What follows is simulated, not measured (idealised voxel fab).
The following is a process module called voxel air gaps.
Xsec cut, 155 nm wide, square cell size 5 nm.
This document writes a cross-section as a grid whose cells are square, and gives it as bands, listed from the top down; one or more rows of cells form a band.
First you get the band's top height and its bottom height, in nm, and then the materials it's made of, left to right, with each width in nm. If you see a single material with "all across", that one covers the band edge to edge. "empty" is empty space.
Below 0: as-received wafer, all one material; heights counted from there. Lowest band: no bottom, goes on down, written "0..down".
The notation "30 to 40" denotes a width that varies across the rows of cells in the band, beginning at the first number in the top row, finishing at the second number in the bottom row, and changing by an identical amount from each row to the next.
Step note "no alterations made" = no cross-section cell changed.
The list in "Sealed internal cavities" covers empty spaces of 8 cells or more that cannot reach the top through any open way, and it gives each as width x height at distance; the distance is from the left edge, and width, height and distance are in nm.
What comes after the settings on a step's line is commentary from the simulator itself on that step.
The line of a step may include "overlay nm". On a step with a mask, this value is how far to the right of its planned place the mask lay. A negative value means the mask lay to the left.
-- List of planned process steps
- 1: RECEIVE [material Si]
- 2: CONFORMAL_DEP [material SiO2] [thk nm 10]
- 3: CONFORMAL_DEP [material SiN] [thk nm 5]
- 4: DIRECTIONAL_DEP [material SiO2] [thk nm 30]
- 5: DIRECTIONAL_DEP [material aC] [thk nm 10]
- 6: PATTERN [tone open] [mask id LINES] [material resist] [width nm 20] [pitch nm 45] [thk nm 30] [overlay nm 0]
- 7: DIRECTIONAL_ETCH [etch materials aC] [depth nm 10]
- 8: STRIP [etch materials resist]
- 9: DIRECTIONAL_ETCH [etch materials SiO2] [depth nm 30]
- 10: STRIP [etch materials aC]
- 11: CONFORMAL_DEP [material TiN] [thk nm 5]
- 12: FILL_DEP [material Ru] [thk nm 5]
- 13: CMP [height nm 45]
- 14: EPI [material Ru] [thk nm 10]
- 15: SELECTIVE_ETCH [etch materials SiO2] [depth nm 40]
- 16: CONFORMAL_DEP [material SiCN] [thk nm 5]
-- As-received wafer cross-section (after step 1)
- 0..down | Si all across
- Sealed internal cavities: none
-- Cross-sectional result after module completion. Note: starting condition and plan are unchanged from above; one processing mistake was made
- 70..65 | SiCN all across
- 65..45 | Ru (150) | SiCN (5)
- 45..40 | SiO2 (20) | TiN (5) | Ru (10) | TiN (5) | SiO2 (25) | TiN (5) | Ru (10) | TiN (5) | SiO2 (25) | TiN (5) | Ru (10) | TiN (5) | SiCN (25)
- 40..20 | SiO2 (20) | TiN (5) | Ru (10) | TiN (5) | SiO2 (25) | TiN (5) | Ru (10) | TiN (5) | SiO2 (25) | TiN (5) | Ru (10) | TiN (5) | SiCN (5) | empty (20)
- 20..15 | SiO2 (20) | TiN (20) | SiO2 (25) | TiN (20) | SiO2 (25) | TiN (20) | SiCN (25)
- 15..10 | SiN all across
- 10..0 | SiO2 all across
- 0..down | Si all across
- Sealed internal cavities: 20 x 20 at 135
Want to know what went wrong? it should be noted that step 14 of the plan was executed twice
